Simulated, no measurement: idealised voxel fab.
process module | voxel gate over fins
cross-section cut | 210 nm wide | cells 5 nm
A cross-section is a grid of square cells, given in bands from the top down. A band is one or more rows of cells.
Each band's line starts with the height of the band's top and of its bottom, in nm. Then come its materials from left to right, each with its width in nm. One material with "throughout" fills the band from edge to edge. "air" is empty space.
Height 0 is the level under which the wafer as received is all one material. The lowest band goes on downwards, as in "0 down".
A width such as "30 to 40" changes by the same amount from each row of cells to the next, from the band's top row to its bottom row.
"no change" after a step means that no cell of the cross-section changed.
closed voids: empty space of 8 cells or more with no open way to the top, each as width x height at its distance from the left edge, in nm
after a step's settings: what the simulator itself notes on the step
overlay nm, on a step with a mask: how far to the right of its planned place the mask lay; to the left if negative
plan
1 op RECEIVE | material Si
2 op CONFORMAL_DEP | material SiN | thk nm 5
3 op DIRECTIONAL_DEP | material aC | thk nm 10
4 op PATTERN | tone cover | mask id FINS | material resist | width nm 15 | pitch nm 40 | thk nm 30 | overlay nm 0
5 op DIRECTIONAL_ETCH | etch materials aC | depth nm 10
6 op STRIP | etch materials resist
7 op DIRECTIONAL_ETCH | etch materials SiN | depth nm 5
8 op DIRECTIONAL_ETCH | etch materials Si | depth nm 40
9 op STRIP | etch materials aC
10 op OXIDIZE | depth nm 5
11 op FILL_DEP | material SiO2 | thk nm 10
12 op CMP | height nm 5
13 op SELECTIVE_ETCH | etch materials SiO2 | depth nm 20
14 op STRIP | etch materials SiN
15 op CONFORMAL_DEP | material HfO2 | thk nm 5
16 op CONFORMAL_DEP | material TiN | thk nm 5
17 op CONFORMAL_DEP | material TiAl | thk nm 5
18 op CONFORMAL_DEP | material TiN | thk nm 5
19 op FILL_DEP | material W | thk nm 10
20 op CMP | height nm 25
21 op CONFORMAL_DEP | material SiN | thk nm 10
as received, after step 1
  0 down: Si throughout
  closed voids: none
first wafer at the end, as planned
  35 to 25: SiN throughout
  25 to 20: W throughout
  20 to 15: W 60 | TiN 85 | W 65
  15 to 10: W 60 | TiN 5 | TiAl 35 | TiN 5 | TiAl 35 | TiN 5 | W 65
  10 to 5: W 60 | TiN 5 | TiAl 5 | TiN 25 | TiAl 5 | TiN 5 | TiAl 5 | TiN 25 | TiAl 5 | TiN 5 | W 65
  5 to 0: TiN 65 | TiAl 5 | TiN 5 | HfO2 15 | TiN 5 | TiAl 5 | TiN 5 | TiAl 5 | TiN 5 | HfO2 15 | TiN 5 | TiAl 5 | TiN 70
  0 to -5: TiAl 70 | TiN 5 | HfO2 5 | Si 5 | HfO2 5 | TiN 5 | TiAl 15 | TiN 5 | HfO2 5 | Si 5 | HfO2 5 | TiN 5 | TiAl 75
  -5 to -10: TiN 75 | HfO2 5 | Si 5 | HfO2 5 | TiN 25 | HfO2 5 | Si 5 | HfO2 5 | TiN 80
  -10 to -15: HfO2 80 | Si 5 | HfO2 35 | Si 5 | HfO2 85
  -15 to -45: SiO2 80 | Si 5 | SiO2 35 | Si 5 | SiO2 85
  -45 down: Si throughout
  closed voids: none
second wafer at the end: like start, like plan, one mistake
  35 to 25: SiN throughout
  25 to 15: W throughout
  15 to 5: W 65 | TiN 35 | W 5 | TiN 35 | W 70
  5 to 0: W 65 | TiN 10 | HfO2 15 | TiN 10 | W 5 | TiN 10 | HfO2 15 | TiN 10 | W 70
  0 to -10: TiN 75 | HfO2 5 | Si 5 | HfO2 5 | TiN 25 | HfO2 5 | Si 5 | HfO2 5 | TiN 80
  -10 to -15: HfO2 80 | Si 5 | HfO2 35 | Si 5 | HfO2 85
  -15 to -45: SiO2 80 | Si 5 | SiO2 35 | Si 5 | SiO2 85
  -45 down: Si throughout
  closed voids: none
what went wrong: step 17 was left out
at the end the second wafer has, in cells: 54 fewer of TiAl | 3 more of TiN | 51 more of W
